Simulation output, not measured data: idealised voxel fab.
process module | voxel tone inversion
cross-section cut | 195 nm wide | cells 5 nm
A cross-section is a grid of square cells, given in bands from the top down. A band is one or more rows of cells.
Each band's line starts with the height of the band's top and of its bottom, in nm. Then come its materials from left to right, each with its width in nm. One material with "throughout" fills the band from edge to edge. "air" is empty space.
Height 0 is the level under which the wafer as received is all one material. The lowest band goes on downwards, as in "0 down".
A width such as "30 to 40" changes by the same amount from each row of cells to the next, from the band's top row to its bottom row.
"no change" after a step means that no cell of the cross-section changed.
closed voids: empty space of 8 cells or more with no open way to the top, each as width x height at its distance from the left edge, in nm
after a step's settings: what the simulator itself notes on the step
overlay nm, on a step with a mask: how far to the right of its planned place the mask lay; to the left if negative
plan
1 op RECEIVE | material Si
2 op CONFORMAL_DEP | material SiN | thk nm 10
3 op DIRECTIONAL_DEP | material aC | thk nm 15
4 op PATTERN | tone cover | mask id POSTS | material resist | width nm 20 | pitch nm 45 | thk nm 25 | overlay nm 0
5 op DIRECTIONAL_ETCH | etch materials aC | depth nm 15
6 op STRIP | etch materials resist
7 op FILL_DEP | material lowk | thk nm 5
8 op CMP | height nm 25
9 op STRIP | etch materials aC
first wafer, as planned
as received, after step 1
  0 down: Si throughout
  closed voids: none
after step 2
  10 to 0: SiN throughout
  below 0: unchanged
after step 3
  25 to 10: aC throughout
  below 10: unchanged
after step 4
  50 to 25: air 65 | resist 20 | air 25 | resist 20 | air 65
  below 25: unchanged
after step 5
  35 to 25: air 65 | resist 20 | air 25 | resist 20 | air 65
  25 to 10: air 65 | aC 20 | air 25 | aC 20 | air 65
  below 10: unchanged
after step 6
  25 to 10: air 65 | aC 20 | air 25 | aC 20 | air 65
  below 10: unchanged
after step 7
  30 to 25: lowk throughout
  25 to 10: lowk 65 | aC 20 | lowk 25 | aC 20 | lowk 65
  below 10: unchanged
after step 8
  25 to 10: lowk 65 | aC 20 | lowk 25 | aC 20 | lowk 65
  below 10: unchanged
after step 9
  25 to 10: lowk 65 | air 20 | lowk 25 | air 20 | lowk 65
  below 10: unchanged
second wafer: like start, like plan, one mistake. Through step 7 it matches the first wafer
when step 8 should have ended
  25 to 10: lowk 65 | aC 20 | lowk 25 | aC 20 | lowk 65
  below 10: unchanged
when step 9 should have ended
  25 to 10: lowk 65 | air 20 | lowk 25 | air 20 | lowk 65
  below 10: unchanged
what went wrong: step 8 was run twice
at the end the two cross-sections are the same: no effect in what this model computes
